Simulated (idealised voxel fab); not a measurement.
The name of this process module is voxel trench capacitor.
Square cells of 5 nm make up the cross-section cut, whose width is 290 nm.
A cross-section is written here as square cells arranged in a grid, and it is given in bands from the top down, each band taking up one or more rows of cells. Top height, bottom height, nm. Materials left to right, width each, nm. Single material + "all across" = fills band edge to edge. "empty" = empty. The level at which height equals 0 is the one under which the wafer, as it arrives, is entirely one material. No lower edge exists for the bottom band, which continues downward and is notated as in "0 nm and below". A width given as "30 to 40" starts at the first number in the band's top row and ends at the second number in its bottom row, shifting by an equal amount at every step from row to row. Reading "no alteration" for a step: not a cell of the cross-section changed in it. Listed in "Closed void register": every empty space of 8 or more cells without an open way to the top. Form: width x height at distance, the distance being from the left edge, all in nm. Past the settings on a step's line: simulator remark, on that step. "overlay nm" denotes, for a step that has a mask, the displacement of the mask to the right of its planned place, with negative values corresponding to the left. Below you will find pairs of cross-sections. In each, one shows the wafer before one process step and the other after it, with the after view ending at the lowest band that changed. Under each pair is the step separating them, along with its settings. Do not assume the pairs form a chain: they can come from different runs of this module on the same starting wafer, and a pair continues from the pair above it only when its "Pre-step" entry says so.
-- Pre-step
- 0 nm and below | Si all across
- Closed void register: none
-- Post-Step Appearance
- 5 nm to 0 nm | SiN all across
- Unchanged below 0.
- Closed void register: none
Here is the step that sits between the two cross-sections above: CONFORMAL_DEP [material SiN] [thk nm 5]
Pre-step: the wafer arrives at this step looking as the after cross-section in the pair just above shows it.
-- Post-Step Appearance
- 15 nm to 5 nm | aC all across
- Unchanged below 5.
- Closed void register: none
Here is the step that sits between the two cross-sections above: DIRECTIONAL_DEP [material aC] [thk nm 10]
Pre-step: the wafer arrives at this step looking as the after cross-section in the pair just above shows it.
-- Post-Step Appearance
- 40 nm to 15 nm | 45 of resist, 30 of empty, 25 of resist, 30 of empty, 25 of resist, 30 of empty, 25 of resist, 30 of empty, 50 of resist
- Unchanged below 15.
- Closed void register: none
Here is the step that sits between the two cross-sections above: PATTERN [tone open] [mask id TRENCH] [material resist] [width nm 30] [pitch nm 55] [thk nm 25] [overlay nm 0]
Pre-step: the wafer arrives at this step looking as the after cross-section in the pair just above shows it.
-- Post-Step Appearance
- 30 nm to 15 nm | 45 of resist, 30 of empty, 25 of resist, 30 of empty, 25 of resist, 30 of empty, 25 of resist, 30 of empty, 50 of resist
- 15 nm to 5 nm | 45 of aC, 30 of empty, 25 of aC, 30 of empty, 25 of aC, 30 of empty, 25 of aC, 30 of empty, 50 of aC
- Unchanged below 5.
- Closed void register: none
Here is the step that sits between the two cross-sections above: DIRECTIONAL_ETCH [etch materials aC] [depth nm 10]
Pre-step: the wafer arrives at this step looking as the after cross-section in the pair just above shows it.
-- Post-Step Appearance
- 15 nm to 5 nm | 45 of aC, 30 of empty, 25 of aC, 30 of empty, 25 of aC, 30 of empty, 25 of aC, 30 of empty, 50 of aC
- Unchanged below 5.
- Closed void register: none
Here is the step that sits between the two cross-sections above: STRIP [etch materials resist]
Pre-step: the wafer arrives at this step looking as the after cross-section in the pair just above shows it.
-- Post-Step Appearance
- 15 nm to 5 nm | 45 of aC, 30 of empty, 25 of aC, 30 of empty, 25 of aC, 30 of empty, 25 of aC, 30 of empty, 50 of aC
- 5 nm to 0 nm | 45 of SiN, 30 of empty, 25 of SiN, 30 of empty, 25 of SiN, 30 of empty, 25 of SiN, 30 of empty, 50 of SiN
- Unchanged below 0.
- Closed void register: none
Here is the step that sits between the two cross-sections above: DIRECTIONAL_ETCH [etch materials SiN] [depth nm 5]
Pre-step: the wafer arrives at this step looking as the after cross-section in the pair just above shows it.
-- Post-Step Appearance
- 15 nm to 5 nm | 45 of aC, 30 of empty, 25 of aC, 30 of empty, 25 of aC, 30 of empty, 25 of aC, 30 of empty, 50 of aC
- 5 nm to 0 nm | 45 of SiN, 30 of empty, 25 of SiN, 30 of empty, 25 of SiN, 30 of empty, 25 of SiN, 30 of empty, 50 of SiN
- 0 nm to -40 nm | 45 of Si, 30 of empty, 25 of Si, 30 of empty, 25 of Si, 30 of empty, 25 of Si, 30 of empty, 50 of Si
- Unchanged below -40.
- Closed void register: none
Here is the step that sits between the two cross-sections above: DIRECTIONAL_ETCH [etch materials Si] [depth nm 40]
Pre-step: the wafer arrives at this step looking as the after cross-section in the pair just above shows it.
-- Post-Step Appearance
- 5 nm to 0 nm | 45 of SiN, 30 of empty, 25 of SiN, 30 of empty, 25 of SiN, 30 of empty, 25 of SiN, 30 of empty, 50 of SiN
- Unchanged below 0.
- Closed void register: none
Here is the step that sits between the two cross-sections above: STRIP [etch materials aC]
Pre-step: the wafer arrives at this step looking as the after cross-section in the pair just above shows it.
-- Post-Step Appearance
- 10 nm to 5 nm | 50 of HfO2, 20 of empty, 35 of HfO2, 20 of empty, 35 of HfO2, 20 of empty, 35 of HfO2, 20 of empty, 55 of HfO2
- 5 nm to 0 nm | 45 of SiN, 5 of HfO2, 20 of empty, 5 of HfO2, 25 of SiN, 5 of HfO2, 20 of empty, 5 of HfO2, 25 of SiN, 5 of HfO2, 20 of empty, 5 of HfO2, 25 of SiN, 5 of HfO2, 20 of empty, 5 of HfO2, 50 of SiN
- 0 nm to -35 nm | 45 of Si, 5 of HfO2, 20 of empty, 5 of HfO2, 25 of Si, 5 of HfO2, 20 of empty, 5 of HfO2, 25 of Si, 5 of HfO2, 20 of empty, 5 of HfO2, 25 of Si, 5 of HfO2, 20 of empty, 5 of HfO2, 50 of Si
- -35 nm to -40 nm | 45 of Si, 30 of HfO2, 25 of Si, 30 of HfO2, 25 of Si, 30 of HfO2, 25 of Si, 30 of HfO2, 50 of Si
- Unchanged below -40.
- Closed void register: none
Here is the step that sits between the two cross-sections above: CONFORMAL_DEP [material HfO2] [thk nm 5]
Pre-step: the wafer arrives at this step looking as the after cross-section in the pair just above shows it.
-- Post-Step Appearance
- 15 nm to 10 nm | 55 of TiN, 10 of empty, 45 of TiN, 10 of empty, 45 of TiN, 10 of empty, 45 of TiN, 10 of empty, 60 of TiN
- 10 nm to 5 nm | 50 of HfO2, 5 of TiN, 10 of empty, 5 of TiN, 35 of HfO2, 5 of TiN, 10 of empty, 5 of TiN, 35 of HfO2, 5 of TiN, 10 of empty, 5 of TiN, 35 of HfO2, 5 of TiN, 10 of empty, 5 of TiN, 55 of HfO2
- 5 nm to 0 nm | 45 of SiN, 5 of HfO2, 5 of TiN, 10 of empty, 5 of TiN, 5 of HfO2, 25 of SiN, 5 of HfO2, 5 of TiN, 10 of empty, 5 of TiN, 5 of HfO2, 25 of SiN, 5 of HfO2, 5 of TiN, 10 of empty, 5 of TiN, 5 of HfO2, 25 of SiN, 5 of HfO2, 5 of TiN, 10 of empty, 5 of TiN, 5 of HfO2, 50 of SiN
- 0 nm to -30 nm | 45 of Si, 5 of HfO2, 5 of TiN, 10 of empty, 5 of TiN, 5 of HfO2, 25 of Si, 5 of HfO2, 5 of TiN, 10 of empty, 5 of TiN, 5 of HfO2, 25 of Si, 5 of HfO2, 5 of TiN, 10 of empty, 5 of TiN, 5 of HfO2, 25 of Si, 5 of HfO2, 5 of TiN, 10 of empty, 5 of TiN, 5 of HfO2, 50 of Si
- -30 nm to -35 nm | 45 of Si, 5 of HfO2, 20 of TiN, 5 of HfO2, 25 of Si, 5 of HfO2, 20 of TiN, 5 of HfO2, 25 of Si, 5 of HfO2, 20 of TiN, 5 of HfO2, 25 of Si, 5 of HfO2, 20 of TiN, 5 of HfO2, 50 of Si
- Unchanged below -35.
- Closed void register: none
Here is the step that sits between the two cross-sections above: CONFORMAL_DEP [material TiN] [thk nm 5]
Pre-step: the wafer arrives at this step looking as the after cross-section in the pair just above shows it.
-- Post-Step Appearance
- 20 nm to 15 nm | W all across
- 15 nm to 10 nm | 55 of TiN, 10 of W, 45 of TiN, 10 of W, 45 of TiN, 10 of W, 45 of TiN, 10 of W, 60 of TiN
- 10 nm to 5 nm | 50 of HfO2, 5 of TiN, 10 of W, 5 of TiN, 35 of HfO2, 5 of TiN, 10 of W, 5 of TiN, 35 of HfO2, 5 of TiN, 10 of W, 5 of TiN, 35 of HfO2, 5 of TiN, 10 of W, 5 of TiN, 55 of HfO2
- 5 nm to 0 nm | 45 of SiN, 5 of HfO2, 5 of TiN, 10 of W, 5 of TiN, 5 of HfO2, 25 of SiN, 5 of HfO2, 5 of TiN, 10 of W, 5 of TiN, 5 of HfO2, 25 of SiN, 5 of HfO2, 5 of TiN, 10 of W, 5 of TiN, 5 of HfO2, 25 of SiN, 5 of HfO2, 5 of TiN, 10 of W, 5 of TiN, 5 of HfO2, 50 of SiN
- 0 nm to -30 nm | 45 of Si, 5 of HfO2, 5 of TiN, 10 of W, 5 of TiN, 5 of HfO2, 25 of Si, 5 of HfO2, 5 of TiN, 10 of W, 5 of TiN, 5 of HfO2, 25 of Si, 5 of HfO2, 5 of TiN, 10 of W, 5 of TiN, 5 of HfO2, 25 of Si, 5 of HfO2, 5 of TiN, 10 of W, 5 of TiN, 5 of HfO2, 50 of Si
- Unchanged below -30.
- Closed void register: none
Here is the step that sits between the two cross-sections above: FILL_DEP [material W] [thk nm 5]
Pre-step: the wafer arrives at this step looking as the after cross-section in the pair just above shows it.
-- Post-Step Appearance
- 5 nm to 0 nm | 45 of SiN, 5 of HfO2, 5 of TiN, 10 of W, 5 of TiN, 5 of HfO2, 25 of SiN, 5 of HfO2, 5 of TiN, 10 of W, 5 of TiN, 5 of HfO2, 25 of SiN, 5 of HfO2, 5 of TiN, 10 of W, 5 of TiN, 5 of HfO2, 25 of SiN, 5 of HfO2, 5 of TiN, 10 of W, 5 of TiN, 5 of HfO2, 50 of SiN
- Unchanged below 0.
- Closed void register: none
Here is the step that sits between the two cross-sections above: CMP [height nm 5]
-- Pre-step
- 15 nm to 5 nm | 45 of aC, 30 of empty, 25 of aC, 30 of empty, 25 of aC, 30 of empty, 25 of aC, 30 of empty, 50 of aC
- 5 nm to 0 nm | 45 of SiN, 30 of empty, 25 of SiN, 30 of empty, 25 of SiN, 30 of empty, 25 of SiN, 30 of empty, 50 of SiN
- 0 nm to -40 nm | 45 of Si, 30 of empty, 25 of Si, 30 of empty, 25 of Si, 30 of empty, 25 of Si, 30 of empty, 50 of Si
- -40 nm and below | Si all across
- Closed void register: none
-- Post-Step Appearance
- 15 nm to 5 nm | 45 of aC, 30 of empty, 25 of aC, 30 of empty, 25 of aC, 30 of empty, 25 of aC, 30 of empty, 50 of aC
- 5 nm to 0 nm | 45 of SiN, 30 of empty, 25 of SiN, 30 of empty, 25 of SiN, 30 of empty, 25 of SiN, 30 of empty, 50 of SiN
- 0 nm to -80 nm | 45 of Si, 30 of empty, 25 of Si, 30 of empty, 25 of Si, 30 of empty, 25 of Si, 30 of empty, 50 of Si
- Unchanged below -80.
- Closed void register: none
Here is the step that sits between the two cross-sections above: DIRECTIONAL_ETCH [etch materials Si] [depth nm 40]
Pre-step: the wafer arrives at this step looking as the after cross-section in the pair just above shows it.
-- Post-Step Appearance
- 5 nm to 0 nm | 45 of SiN, 30 of empty, 25 of SiN, 30 of empty, 25 of SiN, 30 of empty, 25 of SiN, 30 of empty, 50 of SiN
- Unchanged below 0.
- Closed void register: none
Here is the step that sits between the two cross-sections above: STRIP [etch materials aC]
Pre-step: the wafer arrives at this step looking as the after cross-section in the pair just above shows it.
-- Post-Step Appearance
- 10 nm to 5 nm | 50 of HfO2, 20 of empty, 35 of HfO2, 20 of empty, 35 of HfO2, 20 of empty, 35 of HfO2, 20 of empty, 55 of HfO2
- 5 nm to 0 nm | 45 of SiN, 5 of HfO2, 20 of empty, 5 of HfO2, 25 of SiN, 5 of HfO2, 20 of empty, 5 of HfO2, 25 of SiN, 5 of HfO2, 20 of empty, 5 of HfO2, 25 of SiN, 5 of HfO2, 20 of empty, 5 of HfO2, 50 of SiN
- 0 nm to -75 nm | 45 of Si, 5 of HfO2, 20 of empty, 5 of HfO2, 25 of Si, 5 of HfO2, 20 of empty, 5 of HfO2, 25 of Si, 5 of HfO2, 20 of empty, 5 of HfO2, 25 of Si, 5 of HfO2, 20 of empty, 5 of HfO2, 50 of Si
- -75 nm to -80 nm | 45 of Si, 30 of HfO2, 25 of Si, 30 of HfO2, 25 of Si, 30 of HfO2, 25 of Si, 30 of HfO2, 50 of Si
- Unchanged below -80.
- Closed void register: none
Here is the step that sits between the two cross-sections above: CONFORMAL_DEP [material HfO2] [thk nm 5]
Pre-step: the wafer arrives at this step looking as the after cross-section in the pair just above shows it.
-- Post-Step Appearance
- 15 nm to 10 nm | 55 of TiN, 10 of empty, 45 of TiN, 10 of empty, 45 of TiN, 10 of empty, 45 of TiN, 10 of empty, 60 of TiN
- 10 nm to 5 nm | 50 of HfO2, 5 of TiN, 10 of empty, 5 of TiN, 35 of HfO2, 5 of TiN, 10 of empty, 5 of TiN, 35 of HfO2, 5 of TiN, 10 of empty, 5 of TiN, 35 of HfO2, 5 of TiN, 10 of empty, 5 of TiN, 55 of HfO2
- 5 nm to 0 nm | 45 of SiN, 5 of HfO2, 5 of TiN, 10 of empty, 5 of TiN, 5 of HfO2, 25 of SiN, 5 of HfO2, 5 of TiN, 10 of empty, 5 of TiN, 5 of HfO2, 25 of SiN, 5 of HfO2, 5 of TiN, 10 of empty, 5 of TiN, 5 of HfO2, 25 of SiN, 5 of HfO2, 5 of TiN, 10 of empty, 5 of TiN, 5 of HfO2, 50 of SiN
- 0 nm to -70 nm | 45 of Si, 5 of HfO2, 5 of TiN, 10 of empty, 5 of TiN, 5 of HfO2, 25 of Si, 5 of HfO2, 5 of TiN, 10 of empty, 5 of TiN, 5 of HfO2, 25 of Si, 5 of HfO2, 5 of TiN, 10 of empty, 5 of TiN, 5 of HfO2, 25 of Si, 5 of HfO2, 5 of TiN, 10 of empty, 5 of TiN, 5 of HfO2, 50 of Si
- -70 nm to -75 nm | 45 of Si, 5 of HfO2, 20 of TiN, 5 of HfO2, 25 of Si, 5 of HfO2, 20 of TiN, 5 of HfO2, 25 of Si, 5 of HfO2, 20 of TiN, 5 of HfO2, 25 of Si, 5 of HfO2, 20 of TiN, 5 of HfO2, 50 of Si
- Unchanged below -75.
- Closed void register: none
Here is the step that sits between the two cross-sections above: CONFORMAL_DEP [material TiN] [thk nm 5]
Pre-step: the wafer arrives at this step looking as the after cross-section in the pair just above shows it.
-- Post-Step Appearance
- 20 nm to 15 nm | W all across
- 15 nm to 10 nm | 55 of TiN, 10 of W, 45 of TiN, 10 of W, 45 of TiN, 10 of W, 45 of TiN, 10 of W, 60 of TiN
- 10 nm to 5 nm | 50 of HfO2, 5 of TiN, 10 of W, 5 of TiN, 35 of HfO2, 5 of TiN, 10 of W, 5 of TiN, 35 of HfO2, 5 of TiN, 10 of W, 5 of TiN, 35 of HfO2, 5 of TiN, 10 of W, 5 of TiN, 55 of HfO2
- 5 nm to 0 nm | 45 of SiN, 5 of HfO2, 5 of TiN, 10 of W, 5 of TiN, 5 of HfO2, 25 of SiN, 5 of HfO2, 5 of TiN, 10 of W, 5 of TiN, 5 of HfO2, 25 of SiN, 5 of HfO2, 5 of TiN, 10 of W, 5 of TiN, 5 of HfO2, 25 of SiN, 5 of HfO2, 5 of TiN, 10 of W, 5 of TiN, 5 of HfO2, 50 of SiN
- 0 nm to -70 nm | 45 of Si, 5 of HfO2, 5 of TiN, 10 of W, 5 of TiN, 5 of HfO2, 25 of Si, 5 of HfO2, 5 of TiN, 10 of W, 5 of TiN, 5 of HfO2, 25 of Si, 5 of HfO2, 5 of TiN, 10 of W, 5 of TiN, 5 of HfO2, 25 of Si, 5 of HfO2, 5 of TiN, 10 of W, 5 of TiN, 5 of HfO2, 50 of Si
- Unchanged below -70.
- Closed void register: none
Here is the step that sits between the two cross-sections above: FILL_DEP [material W] [thk nm 5]
Pre-step: the wafer arrives at this step looking as the after cross-section in the pair just above shows it.
-- Post-Step Appearance
- 5 nm to 0 nm | 45 of SiN, 5 of HfO2, 5 of TiN, 10 of W, 5 of TiN, 5 of HfO2, 25 of SiN, 5 of HfO2, 5 of TiN, 10 of W, 5 of TiN, 5 of HfO2, 25 of SiN, 5 of HfO2, 5 of TiN, 10 of W, 5 of TiN, 5 of HfO2, 25 of SiN, 5 of HfO2, 5 of TiN, 10 of W, 5 of TiN, 5 of HfO2, 50 of SiN
- Unchanged below 0.
- Closed void register: none
Here is the step that sits between the two cross-sections above: CMP [height nm 5]
-- Pre-step
- 5 nm to 0 nm | 45 of SiN, 30 of empty, 25 of SiN, 30 of empty, 25 of SiN, 30 of empty, 25 of SiN, 30 of empty, 50 of SiN
- 0 nm to -40 nm | 45 of Si, 30 of empty, 25 of Si, 30 of empty, 25 of Si, 30 of empty, 25 of Si, 30 of empty, 50 of Si
- -40 nm and below | Si all across
- Closed void register: none
-- Post-Step Appearance
- 10 nm to 5 nm | 50 of TiN, 20 of empty, 35 of TiN, 20 of empty, 35 of TiN, 20 of empty, 35 of TiN, 20 of empty, 55 of TiN
- 5 nm to 0 nm | 45 of SiN, 5 of TiN, 20 of empty, 5 of TiN, 25 of SiN, 5 of TiN, 20 of empty, 5 of TiN, 25 of SiN, 5 of TiN, 20 of empty, 5 of TiN, 25 of SiN, 5 of TiN, 20 of empty, 5 of TiN, 50 of SiN
- 0 nm to -35 nm | 45 of Si, 5 of TiN, 20 of empty, 5 of TiN, 25 of Si, 5 of TiN, 20 of empty, 5 of TiN, 25 of Si, 5 of TiN, 20 of empty, 5 of TiN, 25 of Si, 5 of TiN, 20 of empty, 5 of TiN, 50 of Si
- -35 nm to -40 nm | 45 of Si, 30 of TiN, 25 of Si, 30 of TiN, 25 of Si, 30 of TiN, 25 of Si, 30 of TiN, 50 of Si
- Unchanged below -40.
- Closed void register: none
Here is the step that sits between the two cross-sections above: CONFORMAL_DEP [material TiN] [thk nm 5]
Pre-step: the wafer arrives at this step looking as the after cross-section in the pair just above shows it.
-- Post-Step Appearance
- 15 nm to 10 nm | 55 of HfO2, 10 of empty, 45 of HfO2, 10 of empty, 45 of HfO2, 10 of empty, 45 of HfO2, 10 of empty, 60 of HfO2
- 10 nm to 5 nm | 50 of TiN, 5 of HfO2, 10 of empty, 5 of HfO2, 35 of TiN, 5 of HfO2, 10 of empty, 5 of HfO2, 35 of TiN, 5 of HfO2, 10 of empty, 5 of HfO2, 35 of TiN, 5 of HfO2, 10 of empty, 5 of HfO2, 55 of TiN
- 5 nm to 0 nm | 45 of SiN, 5 of TiN, 5 of HfO2, 10 of empty, 5 of HfO2, 5 of TiN, 25 of SiN, 5 of TiN, 5 of HfO2, 10 of empty, 5 of HfO2, 5 of TiN, 25 of SiN, 5 of TiN, 5 of HfO2, 10 of empty, 5 of HfO2, 5 of TiN, 25 of SiN, 5 of TiN, 5 of HfO2, 10 of empty, 5 of HfO2, 5 of TiN, 50 of SiN
- 0 nm to -30 nm | 45 of Si, 5 of TiN, 5 of HfO2, 10 of empty, 5 of HfO2, 5 of TiN, 25 of Si, 5 of TiN, 5 of HfO2, 10 of empty, 5 of HfO2, 5 of TiN, 25 of Si, 5 of TiN, 5 of HfO2, 10 of empty, 5 of HfO2, 5 of TiN, 25 of Si, 5 of TiN, 5 of HfO2, 10 of empty, 5 of HfO2, 5 of TiN, 50 of Si
- -30 nm to -35 nm | 45 of Si, 5 of TiN, 20 of HfO2, 5 of TiN, 25 of Si, 5 of TiN, 20 of HfO2, 5 of TiN, 25 of Si, 5 of TiN, 20 of HfO2, 5 of TiN, 25 of Si, 5 of TiN, 20 of HfO2, 5 of TiN, 50 of Si
- Unchanged below -35.
- Closed void register: none
Here is the step that sits between the two cross-sections above: CONFORMAL_DEP [material HfO2] [thk nm 5]
Pre-step: the wafer arrives at this step looking as the after cross-section in the pair just above shows it.
-- Post-Step Appearance
- 20 nm to 15 nm | W all across
- 15 nm to 10 nm | 55 of HfO2, 10 of W, 45 of HfO2, 10 of W, 45 of HfO2, 10 of W, 45 of HfO2, 10 of W, 60 of HfO2
- 10 nm to 5 nm | 50 of TiN, 5 of HfO2, 10 of W, 5 of HfO2, 35 of TiN, 5 of HfO2, 10 of W, 5 of HfO2, 35 of TiN, 5 of HfO2, 10 of W, 5 of HfO2, 35 of TiN, 5 of HfO2, 10 of W, 5 of HfO2, 55 of TiN
- 5 nm to 0 nm | 45 of SiN, 5 of TiN, 5 of HfO2, 10 of W, 5 of HfO2, 5 of TiN, 25 of SiN, 5 of TiN, 5 of HfO2, 10 of W, 5 of HfO2, 5 of TiN, 25 of SiN, 5 of TiN, 5 of HfO2, 10 of W, 5 of HfO2, 5 of TiN, 25 of SiN, 5 of TiN, 5 of HfO2, 10 of W, 5 of HfO2, 5 of TiN, 50 of SiN
- 0 nm to -30 nm | 45 of Si, 5 of TiN, 5 of HfO2, 10 of W, 5 of HfO2, 5 of TiN, 25 of Si, 5 of TiN, 5 of HfO2, 10 of W, 5 of HfO2, 5 of TiN, 25 of Si, 5 of TiN, 5 of HfO2, 10 of W, 5 of HfO2, 5 of TiN, 25 of Si, 5 of TiN, 5 of HfO2, 10 of W, 5 of HfO2, 5 of TiN, 50 of Si
- Unchanged below -30.
- Closed void register: none
Here is the step that sits between the two cross-sections above: FILL_DEP [material W] [thk nm 5]
Pre-step: the wafer arrives at this step looking as the after cross-section in the pair just above shows it.
-- Post-Step Appearance
- 5 nm to 0 nm | 45 of SiN, 5 of TiN, 5 of HfO2, 10 of W, 5 of HfO2, 5 of TiN, 25 of SiN, 5 of TiN, 5 of HfO2, 10 of W, 5 of HfO2, 5 of TiN, 25 of SiN, 5 of TiN, 5 of HfO2, 10 of W, 5 of HfO2, 5 of TiN, 25 of SiN, 5 of TiN, 5 of HfO2, 10 of W, 5 of HfO2, 5 of TiN, 50 of SiN
- Unchanged below 0.
- Closed void register: none
Here is the step that sits between the two cross-sections above: CMP [height nm 5]
-- Pre-step
- 20 nm to 15 nm | W all across
- 15 nm to 10 nm | 55 of TiN, 10 of W, 45 of TiN, 10 of W, 45 of TiN, 10 of W, 45 of TiN, 10 of W, 60 of TiN
- 10 nm to 5 nm | 50 of HfO2, 5 of TiN, 10 of W, 5 of TiN, 35 of HfO2, 5 of TiN, 10 of W, 5 of TiN, 35 of HfO2, 5 of TiN, 10 of W, 5 of TiN, 35 of HfO2, 5 of TiN, 10 of W, 5 of TiN, 55 of HfO2
- 5 nm to 0 nm | 45 of SiN, 5 of HfO2, 5 of TiN, 10 of W, 5 of TiN, 5 of HfO2, 25 of SiN, 5 of HfO2, 5 of TiN, 10 of W, 5 of TiN, 5 of HfO2, 25 of SiN, 5 of HfO2, 5 of TiN, 10 of W, 5 of TiN, 5 of HfO2, 25 of SiN, 5 of HfO2, 5 of TiN, 10 of W, 5 of TiN, 5 of HfO2, 50 of SiN
- 0 nm to -30 nm | 45 of Si, 5 of HfO2, 5 of TiN, 10 of W, 5 of TiN, 5 of HfO2, 25 of Si, 5 of HfO2, 5 of TiN, 10 of W, 5 of TiN, 5 of HfO2, 25 of Si, 5 of HfO2, 5 of TiN, 10 of W, 5 of TiN, 5 of HfO2, 25 of Si, 5 of HfO2, 5 of TiN, 10 of W, 5 of TiN, 5 of HfO2, 50 of Si
- -30 nm to -35 nm | 45 of Si, 5 of HfO2, 20 of TiN, 5 of HfO2, 25 of Si, 5 of HfO2, 20 of TiN, 5 of HfO2, 25 of Si, 5 of HfO2, 20 of TiN, 5 of HfO2, 25 of Si, 5 of HfO2, 20 of TiN, 5 of HfO2, 50 of Si
- -35 nm to -40 nm | 45 of Si, 30 of HfO2, 25 of Si, 30 of HfO2, 25 of Si, 30 of HfO2, 25 of Si, 30 of HfO2, 50 of Si
- -40 nm and below | Si all across
- Closed void register: none
-- Post-Step Appearance
- 0 nm to -30 nm | 45 of Si, 5 of HfO2, 5 of TiN, 10 of W, 5 of TiN, 5 of HfO2, 25 of Si, 5 of HfO2, 5 of TiN, 10 of W, 5 of TiN, 5 of HfO2, 25 of Si, 5 of HfO2, 5 of TiN, 10 of W, 5 of TiN, 5 of HfO2, 25 of Si, 5 of HfO2, 5 of TiN, 10 of W, 5 of TiN, 5 of HfO2, 50 of Si
- Unchanged below -30.
- Closed void register: none
Here is the step that sits between the two cross-sections above: CMP [height nm 0]
-- Pre-step
- 15 nm to 5 nm | aC all across
- 5 nm to 0 nm | SiN all across
- 0 nm and below | Si all across
- Closed void register: none
-- Post-Step Appearance
- 40 nm to 15 nm | 40 of resist, 40 of empty, 15 of resist, 40 of empty, 15 of resist, 40 of empty, 15 of resist, 40 of empty, 45 of resist
- Unchanged below 15.
- Closed void register: none
Here is the step that sits between the two cross-sections above: PATTERN [tone open] [mask id TRENCH] [material resist] [width nm 40] [pitch nm 55] [thk nm 25] [overlay nm 0]
Pre-step: the wafer arrives at this step looking as the after cross-section in the pair just above shows it.
-- Post-Step Appearance
- 30 nm to 15 nm | 40 of resist, 40 of empty, 15 of resist, 40 of empty, 15 of resist, 40 of empty, 15 of resist, 40 of empty, 45 of resist
- 15 nm to 5 nm | 40 of aC, 40 of empty, 15 of aC, 40 of empty, 15 of aC, 40 of empty, 15 of aC, 40 of empty, 45 of aC
- Unchanged below 5.
- Closed void register: none
Here is the step that sits between the two cross-sections above: DIRECTIONAL_ETCH [etch materials aC] [depth nm 10]
Pre-step: the wafer arrives at this step looking as the after cross-section in the pair just above shows it.
-- Post-Step Appearance
- 15 nm to 5 nm | 40 of aC, 40 of empty, 15 of aC, 40 of empty, 15 of aC, 40 of empty, 15 of aC, 40 of empty, 45 of aC
- Unchanged below 5.
- Closed void register: none
Here is the step that sits between the two cross-sections above: STRIP [etch materials resist]
Pre-step: the wafer arrives at this step looking as the after cross-section in the pair just above shows it.
-- Post-Step Appearance
- 15 nm to 5 nm | 40 of aC, 40 of empty, 15 of aC, 40 of empty, 15 of aC, 40 of empty, 15 of aC, 40 of empty, 45 of aC
- 5 nm to 0 nm | 40 of SiN, 40 of empty, 15 of SiN, 40 of empty, 15 of SiN, 40 of empty, 15 of SiN, 40 of empty, 45 of SiN
- Unchanged below 0.
- Closed void register: none
Here is the step that sits between the two cross-sections above: DIRECTIONAL_ETCH [etch materials SiN] [depth nm 5]
Pre-step: the wafer arrives at this step looking as the after cross-section in the pair just above shows it.
-- Post-Step Appearance
- 15 nm to 5 nm | 40 of aC, 40 of empty, 15 of aC, 40 of empty, 15 of aC, 40 of empty, 15 of aC, 40 of empty, 45 of aC
- 5 nm to 0 nm | 40 of SiN, 40 of empty, 15 of SiN, 40 of empty, 15 of SiN, 40 of empty, 15 of SiN, 40 of empty, 45 of SiN
- 0 nm to -40 nm | 40 of Si, 40 of empty, 15 of Si, 40 of empty, 15 of Si, 40 of empty, 15 of Si, 40 of empty, 45 of Si
- Unchanged below -40.
- Closed void register: none
Here is the step that sits between the two cross-sections above: DIRECTIONAL_ETCH [etch materials Si] [depth nm 40]
Pre-step: the wafer arrives at this step looking as the after cross-section in the pair just above shows it.
-- Post-Step Appearance
- 5 nm to 0 nm | 40 of SiN, 40 of empty, 15 of SiN, 40 of empty, 15 of SiN, 40 of empty, 15 of SiN, 40 of empty, 45 of SiN
- Unchanged below 0.
- Closed void register: none
Here is the step that sits between the two cross-sections above: STRIP [etch materials aC]
Pre-step: the wafer arrives at this step looking as the after cross-section in the pair just above shows it.
-- Post-Step Appearance
- 10 nm to 5 nm | 45 of HfO2, 30 of empty, 25 of HfO2, 30 of empty, 25 of HfO2, 30 of empty, 25 of HfO2, 30 of empty, 50 of HfO2
- 5 nm to 0 nm | 40 of SiN, 5 of HfO2, 30 of empty, 5 of HfO2, 15 of SiN, 5 of HfO2, 30 of empty, 5 of HfO2, 15 of SiN, 5 of HfO2, 30 of empty, 5 of HfO2, 15 of SiN, 5 of HfO2, 30 of empty, 5 of HfO2, 45 of SiN
- 0 nm to -35 nm | 40 of Si, 5 of HfO2, 30 of empty, 5 of HfO2, 15 of Si, 5 of HfO2, 30 of empty, 5 of HfO2, 15 of Si, 5 of HfO2, 30 of empty, 5 of HfO2, 15 of Si, 5 of HfO2, 30 of empty, 5 of HfO2, 45 of Si
- -35 nm to -40 nm | 40 of Si, 40 of HfO2, 15 of Si, 40 of HfO2, 15 of Si, 40 of HfO2, 15 of Si, 40 of HfO2, 45 of Si
- Unchanged below -40.
- Closed void register: none
Here is the step that sits between the two cross-sections above: CONFORMAL_DEP [material HfO2] [thk nm 5]
Pre-step: the wafer arrives at this step looking as the after cross-section in the pair just above shows it.
-- Post-Step Appearance
- 15 nm to 10 nm | 50 of TiN, 20 of empty, 35 of TiN, 20 of empty, 35 of TiN, 20 of empty, 35 of TiN, 20 of empty, 55 of TiN
- 10 nm to 5 nm | 45 of HfO2, 5 of TiN, 20 of empty, 5 of TiN, 25 of HfO2, 5 of TiN, 20 of empty, 5 of TiN, 25 of HfO2, 5 of TiN, 20 of empty, 5 of TiN, 25 of HfO2, 5 of TiN, 20 of empty, 5 of TiN, 50 of HfO2
- 5 nm to 0 nm | 40 of SiN, 5 of HfO2, 5 of TiN, 20 of empty, 5 of TiN, 5 of HfO2, 15 of SiN, 5 of HfO2, 5 of TiN, 20 of empty, 5 of TiN, 5 of HfO2, 15 of SiN, 5 of HfO2, 5 of TiN, 20 of empty, 5 of TiN, 5 of HfO2, 15 of SiN, 5 of HfO2, 5 of TiN, 20 of empty, 5 of TiN, 5 of HfO2, 45 of SiN
- 0 nm to -30 nm | 40 of Si, 5 of HfO2, 5 of TiN, 20 of empty, 5 of TiN, 5 of HfO2, 15 of Si, 5 of HfO2, 5 of TiN, 20 of empty, 5 of TiN, 5 of HfO2, 15 of Si, 5 of HfO2, 5 of TiN, 20 of empty, 5 of TiN, 5 of HfO2, 15 of Si, 5 of HfO2, 5 of TiN, 20 of empty, 5 of TiN, 5 of HfO2, 45 of Si
- -30 nm to -35 nm | 40 of Si, 5 of HfO2, 30 of TiN, 5 of HfO2, 15 of Si, 5 of HfO2, 30 of TiN, 5 of HfO2, 15 of Si, 5 of HfO2, 30 of TiN, 5 of HfO2, 15 of Si, 5 of HfO2, 30 of TiN, 5 of HfO2, 45 of Si
- Unchanged below -35.
- Closed void register: none
Here is the step that sits between the two cross-sections above: CONFORMAL_DEP [material TiN] [thk nm 5]
